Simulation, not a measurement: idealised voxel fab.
A process module follows: voxel self aligned vias.
Square cell edge 5 nm, section width 295 nm, ID cut.
Square cells in a grid make up a cross-section in this document, and the grid is given as bands, listed from the top down, each one or more rows of cells.
Read a band's entry like this: the first values are the height of its top and the height of its bottom in nm, and what follows is the sequence of materials from left to right, each with its width in nm. Note that "blank" is empty space, and that a single material marked "full width" reaches across the band from edge to edge.
Height 0 is the level under which the wafer as received is all one material. The lowest band goes on downwards, as in "top 0, no bottom".
You'd read "30..40" like this: the band's top row of cells is as wide as the first number, its bottom row is as wide as the second, and going down, every row changes width by the same amount as the row before did.
The designation "no modification", where it is given for a processing step, indicates that no cell of the cross-section was altered in the course of that step.
The entry titled "Trapped void list" provides the empty spaces that have no open way to the top, restricted to those of 8 cells or more. Each is presented as width x height at distance, the distance being measured from the left edge, with all three in nm.
On a step's line, text after the settings is the simulator commenting on that step.
The line of a step may include "overlay nm". On a step with a mask, this value is how far to the right of its planned place the mask lay. A negative value means the mask lay to the left.

### Set out below are the planned steps of the process
1. RECEIVE [material Si]
2. CONFORMAL_DEP [material SiO2] [thk nm 15]
3. CONFORMAL_DEP [material SiCN] [thk nm 5]
4. DIRECTIONAL_DEP [material SiO2] [thk nm 30]
5. PATTERN [tone open] [mask id LINES] [material resist] [width nm 25] [pitch nm 60] [thk nm 20] [overlay nm 0]
6. DIRECTIONAL_ETCH [etch materials SiO2] [depth nm 30]
7. STRIP [etch materials resist]
8. CONFORMAL_DEP [material TiN] [thk nm 5]
9. FILL_DEP [material W] [thk nm 10]
10. CMP [height nm 50]
11. SELECTIVE_ETCH [etch materials W Ru TiN] [depth nm 5]
12. FILL_DEP [material SiN] [thk nm 10]
13. CMP [height nm 50]
14. DIRECTIONAL_DEP [material SiO2] [thk nm 15]
15. DIRECTIONAL_DEP [material aC] [thk nm 15]
16. PATTERN [tone open] [mask id VIAS] [material resist] [width nm 25] [pitch nm 60] [thk nm 30] [overlay nm 0]
17. DIRECTIONAL_ETCH [etch materials aC] [depth nm 15]
18. STRIP [etch materials resist]
19. DIRECTIONAL_ETCH [etch materials SiO2] [depth nm 15]
20. DIRECTIONAL_ETCH [etch materials SiN] [depth nm 5]
21. STRIP [etch materials aC]
22. CONFORMAL_DEP [material TiN] [thk nm 5]
23. FILL_DEP [material Cu] [thk nm 10]
24. CMP [height nm 65]
25. CONFORMAL_DEP [material SiN] [thk nm 5]
Keep in mind the plan's value for the width nm of step 16 comes from the first wafer; the wafers don't share that setting, but they do share the same starting point.

### First of several wafers, received after step 1, in cross-section
	top 0, no bottom  Si full width
	Trapped void list: none

### The figure below presents a cross-section of the first of several wafers at the conclusion of the module, following its last step, step 25
	top 70, bottom 65  SiN full width
	top 65, bottom 50  75 SiO2; 5 TiN; 15 Cu; 5 TiN; 35 SiO2; 5 TiN; 15 Cu; 5 TiN; 35 SiO2; 5 TiN; 15 Cu; 5 TiN; 75 SiO2
	top 50, bottom 45  75 SiO2; 25 TiN; 35 SiO2; 25 TiN; 35 SiO2; 25 TiN; 75 SiO2
	top 45, bottom 25  75 SiO2; 5 TiN; 15 W; 5 TiN; 35 SiO2; 5 TiN; 15 W; 5 TiN; 35 SiO2; 5 TiN; 15 W; 5 TiN; 75 SiO2
	top 25, bottom 20  75 SiO2; 25 TiN; 35 SiO2; 25 TiN; 35 SiO2; 25 TiN; 75 SiO2
	top 20, bottom 15  SiCN full width
	top 15, bottom 0  SiO2 full width
	top 0, no bottom  Si full width
	Trapped void list: none

### Showing the last wafer in cross-section at the end of the module
	top 70, bottom 65  SiN full width
	top 65, bottom 55  65 SiO2; 5 TiN; 35 Cu; 5 TiN; 15 SiO2; 5 TiN; 35 Cu; 5 TiN; 15 SiO2; 5 TiN; 35 Cu; 5 TiN; 65 SiO2
	top 55, bottom 50  65 SiO2; 15 TiN; 15 Cu; 15 TiN; 15 SiO2; 15 TiN; 15 Cu; 15 TiN; 15 SiO2; 15 TiN; 15 Cu; 15 TiN; 65 SiO2
	top 50, bottom 45  75 SiO2; 25 TiN; 35 SiO2; 25 TiN; 35 SiO2; 25 TiN; 75 SiO2
	top 45, bottom 25  75 SiO2; 5 TiN; 15 W; 5 TiN; 35 SiO2; 5 TiN; 15 W; 5 TiN; 35 SiO2; 5 TiN; 15 W; 5 TiN; 75 SiO2
	top 25, bottom 20  75 SiO2; 25 TiN; 35 SiO2; 25 TiN; 35 SiO2; 25 TiN; 75 SiO2
	top 20, bottom 15  SiCN full width
	top 15, bottom 0  SiO2 full width
	top 0, no bottom  Si full width
	Trapped void list: none

### End of module, by wafer: material-by-material cell gain (+) or loss (-) since receipt, then closed voids
width nm 25, +27 Cu, +59 SiCN, +59 SiN, +573 SiO2, +72 TiN, +36 W, Trapped void list: none
width nm 30, +33 Cu, +59 SiCN, +59 SiN, +564 SiO2, +75 TiN, +36 W, Trapped void list: none
width nm 35, +39 Cu, +59 SiCN, +59 SiN, +555 SiO2, +78 TiN, +36 W, Trapped void list: none
width nm 40, +45 Cu, +59 SiCN, +59 SiN, +546 SiO2, +81 TiN, +36 W, Trapped void list: none
width nm 45, +51 Cu, +59 SiCN, +59 SiN, +537 SiO2, +84 TiN, +36 W, Trapped void list: none
